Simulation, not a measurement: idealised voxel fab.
Name of the process module below: voxel tone inversion
Pictured: cross-section cut, 260 nm wide, on a grid of 5 nm square cells.
Notation: cross-section as square-cell grid; stated in bands, top first, going down; one or more cell rows per band.
It is stipulated that each band's entry specify, in nanometres, the height of the top of the band and then that of its bottom, followed by the materials of the band in left-to-right sequence, each together with its width in nanometres. A single material marked by the word "everywhere" is understood to fill the band from edge to edge; the word "air" is understood to denote empty space.
The level at which height equals 0 is the one under which the wafer, as it arrives, is entirely one material. No lower edge exists for the bottom band, which continues downward and is notated as in "0 -> down".
Note: "30->40" means the width goes from the first number (top row of the band) to the second number (bottom row) in equal steps per row of cells.
"no change" (step): cross-section cells unchanged, all of them.
Closed empty spaces (no open way to the top) of 8 cells or more are what "Closed internal voids" lists, each as width x height at distance from the left edge, nm for all three.
If you see something after the settings on a step's line, that's the simulator's own remark about that step.
The setting "overlay nm" may be written on the line of a step. When the step uses a mask, the value reports how far to the right of the planned place the mask lay, and a negative value reports that it lay to the left.

### The steps planned for the process are as follows
1) RECEIVE (material Si)
2) CONFORMAL_DEP (material SiCN; thk nm 5)
3) DIRECTIONAL_DEP (material polySi; thk nm 20)
4) PATTERN (tone cover; mask id POSTS; material resist; width nm 20; pitch nm 40; thk nm 25; overlay nm 0)
5) DIRECTIONAL_ETCH (etch materials polySi; depth nm 20)
6) STRIP (etch materials resist)
7) FILL_DEP (material lowk; thk nm 10)
8) CMP (height nm 25)
9) STRIP (etch materials polySi)
10) CONFORMAL_DEP (material TiN; thk nm 5)
11) FILL_DEP (material W; thk nm 5)
12) CMP (height nm 25)
13) CONFORMAL_DEP (material SiN; thk nm 5)
The thk nm used in step 13 is not the same on every wafer, whereas the starting condition is; the value printed in the plan is the first wafer's.

### Incoming state of the first of several wafers in cross-section: after step 1
* 0 -> down | Si everywhere
* Closed internal voids: none

### Every row in this table is a wafer at the end of the module, and it gives, for each of the materials, the cells that wafer has gained (+) or lost (-) since it was received, then its closed voids
thk nm 5; +52 SiCN; +52 SiN; +20 TiN; +12 W; +176 lowk; Closed internal voids: none
thk nm 10; +52 SiCN; +104 SiN; +20 TiN; +12 W; +176 lowk; Closed internal voids: none
thk nm 15; +52 SiCN; +156 SiN; +20 TiN; +12 W; +176 lowk; Closed internal voids: none
thk nm 20; +52 SiCN; +208 SiN; +20 TiN; +12 W; +176 lowk; Closed internal voids: none
